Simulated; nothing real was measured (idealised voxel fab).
This section sets out a process module, namely voxel ribs on slabs.
Cross-section cut: width 250 nm, square cells of 5 nm.
Cross-sections here: square-cell grids, written as top-down lists of bands, a band being one or more rows of cells. Per band: top height and bottom height in nm, followed by the left-to-right materials and their widths in nm; "throughout" marks a single material spanning edge to edge, "air" marks empty space. For the purposes of this specification, 0 denotes the height below which the wafer in its as-received condition is composed wholly of one material, and the lowermost band, lacking a lower limit, extends downward without end, as expressed in "0 -> down". The width entry "30..40" should be interpreted row by row: the top row of cells in the band takes the first number, the bottom row takes the second number, and the change between adjacent rows is uniform throughout. Any step labelled "no alterations made" changed none of the cells in the cross-section. Basically, "Sealed voids" tells you about the enclosed voids: empty spaces with no open way to the top, 8 cells or bigger, each written width x height at distance, where distance is from the left edge, all in nm. Heads up: the bit after the settings on a step's line is the simulator's remark on that step. overlay nm, on a step with a mask: how far to the right of its planned place the mask lay; to the left if negative.
-- The planned process steps are enumerated hereunder
1) RECEIVE | material Si
2) DIRECTIONAL_DEP | material SiO2 | thk nm 20
3) DIRECTIONAL_DEP | material polySi | thk nm 15
4) MASKED_ETCH | tone cover | mask id RIB | width nm 20 | etch materials polySi | depth nm 10 | overlay nm 0
5) PATTERN | tone cover | mask id SLAB | material resist | width nm 70 | thk nm 15 | overlay nm 0
6) DIRECTIONAL_ETCH | etch materials polySi | depth nm 15
7) STRIP | etch materials resist
8) FILL_DEP | material SiO2 | thk nm 20
9) CMP | height nm 55
10) DIRECTIONAL_DEP | material W | thk nm 5
11) DIRECTIONAL_DEP | material aC | thk nm 10
12) PATTERN | tone cover | mask id HEATER | material resist | width nm 30 | thk nm 25 | overlay nm 0
13) DIRECTIONAL_ETCH | etch materials aC | depth nm 10
14) STRIP | etch materials resist
15) DIRECTIONAL_ETCH | etch materials W | depth nm 5
16) STRIP | etch materials aC
17) CONFORMAL_DEP | material SiN | thk nm 5
The plan shows the thk nm of step 3 as the first wafer had it; this setting differs between the wafers, which start out alike.
-- So this is the first of several wafers, cross-sectioned as it came to us, meaning it's at the end of step 1
    0 -> down = Si throughout
    Sealed voids: none
-- The first of several wafers, seen in cross-section after the module's last step, step 17
    65 -> 60 = air=105, SiN=40, air=105
    60 -> 55 = SiN=110, W=30, SiN=110
    55 -> 35 = SiO2 throughout
    35 -> 25 = SiO2=115, polySi=20, SiO2=115
    25 -> 20 = SiO2=90, polySi=70, SiO2=90
    20 -> 0 = SiO2 throughout
    0 -> down = Si throughout
    Sealed voids: none
-- Cross-sectional depiction of the last of several wafers upon completion of the module
    65 -> 60 = air=105, SiN=40, air=105
    60 -> 55 = SiN=110, W=30, SiN=110
    55 -> 50 = SiO2=115, polySi=20, SiO2=115
    50 -> 35 = SiO2=90, polySi=70, SiO2=90
    35 -> 20 = polySi throughout
    20 -> 0 = SiO2 throughout
    0 -> down = Si throughout
    Sealed voids: none
-- Wafer rows, end of module: cells per material gained (+) or lost (-) since receipt; closed voids last
thk nm 15; +52 SiN; +528 SiO2; +6 W; +22 polySi; Sealed voids: none
thk nm 20; +52 SiN; +514 SiO2; +6 W; +36 polySi; Sealed voids: none
thk nm 25; +52 SiN; +500 SiO2; +6 W; +50 polySi; Sealed voids: none
thk nm 30; +52 SiN; +450 SiO2; +6 W; +100 polySi; Sealed voids: none
thk nm 35; +52 SiN; +400 SiO2; +6 W; +150 polySi; Sealed voids: none
thk nm 40; +52 SiN; +354 SiO2; +6 W; +196 polySi; Sealed voids: none
